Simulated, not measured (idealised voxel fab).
This is a process module. Its name is voxel ribs on slabs.
Displayed cross-section: cut, width of 295 nm, square cells sized 5 nm.
Cross-section = grid of square cells, listed top down in bands; band = one or more rows. Look at the band entry: it leads with the top's height and the bottom's height in nm. Then it lists the materials left to right, with a width in nm for each. The word "everywhere" on a single material says that material fills the band edge to edge. The word "air" is empty space. All heights in this document are referenced to 0, defined as the level beneath which the wafer, as received, consists entirely of one material. The lowest band is not bounded below; it extends indefinitely downward and is written in the form "0 nm and below". Read "30 to 40" as a graded width: first number on top, second number at the bottom, same change between each pair of neighbouring rows. Key: "nothing different" - step with no changed cell in the cross-section. "Closed cavities" - sealed voids, min. 8 cells, no opening to top; format: width x height at distance (distance from left edge; nm throughout). On each step's line, the part that comes after the settings is the simulator's own comment on the step. The optional step-line setting "overlay nm" applies to steps with a mask and quantifies how far to the right of its planned location the mask lay, a negative value indicating leftward placement.
plan:
1. RECEIVE | material Si
2. DIRECTIONAL_DEP | material SiO2 | thk nm 30
3. DIRECTIONAL_DEP | material SiN | thk nm 15
4. DIRECTIONAL_DEP | material aC | thk nm 10
5. PATTERN | tone cover | mask id RIB | material resist | width nm 20 | thk nm 25 | overlay nm 0
6. DIRECTIONAL_ETCH | etch materials aC | depth nm 10
7. STRIP | etch materials resist
8. DIRECTIONAL_ETCH | etch materials SiN | depth nm 5
9. STRIP | etch materials aC
10. PATTERN | tone cover | mask id SLAB | material resist | width nm 70 | thk nm 15 | overlay nm 0
11. DIRECTIONAL_ETCH | etch materials SiN | depth nm 10
12. STRIP | etch materials resist
13. FILL_DEP | material SiO2 | thk nm 20
14. CMP | height nm 55
15. DIRECTIONAL_DEP | material TiN | thk nm 5
16. PATTERN | tone cover | mask id HEATER | material resist | width nm 30 | thk nm 15 | overlay nm 0
17. DIRECTIONAL_ETCH | etch materials TiN | depth nm 5
18. STRIP | etch materials resist
19. CONFORMAL_DEP | material SiN | thk nm 10
Wafer at receipt (post step 1), cross-section:
	0 nm and below = Si everywhere
	Closed cavities: none
End-of-module cross-section. Starting structure and process plan as above; one mistake made in running it:
	70 nm to 65 nm = air (120) / SiN (50) / air (125)
	65 nm to 60 nm = SiN everywhere
	60 nm to 55 nm = SiN (130) / TiN (30) / SiN (135)
	55 nm to 45 nm = SiO2 everywhere
	45 nm to 40 nm = SiO2 (110) / SiN (25) / SiO2 (20) / SiN (25) / SiO2 (115)
	40 nm to 35 nm = SiO2 (110) / SiN (70) / SiO2 (115)
	35 nm to 30 nm = SiN everywhere
	30 nm to 0 nm = SiO2 everywhere
	0 nm and below = Si everywhere
	Closed cavities: none
Which mistake was made when the wafer was run? step 5 off recipe, ran as PATTERN | tone open | mask id RIB | material resist | width nm 20 | thk nm 25 | overlay nm 0
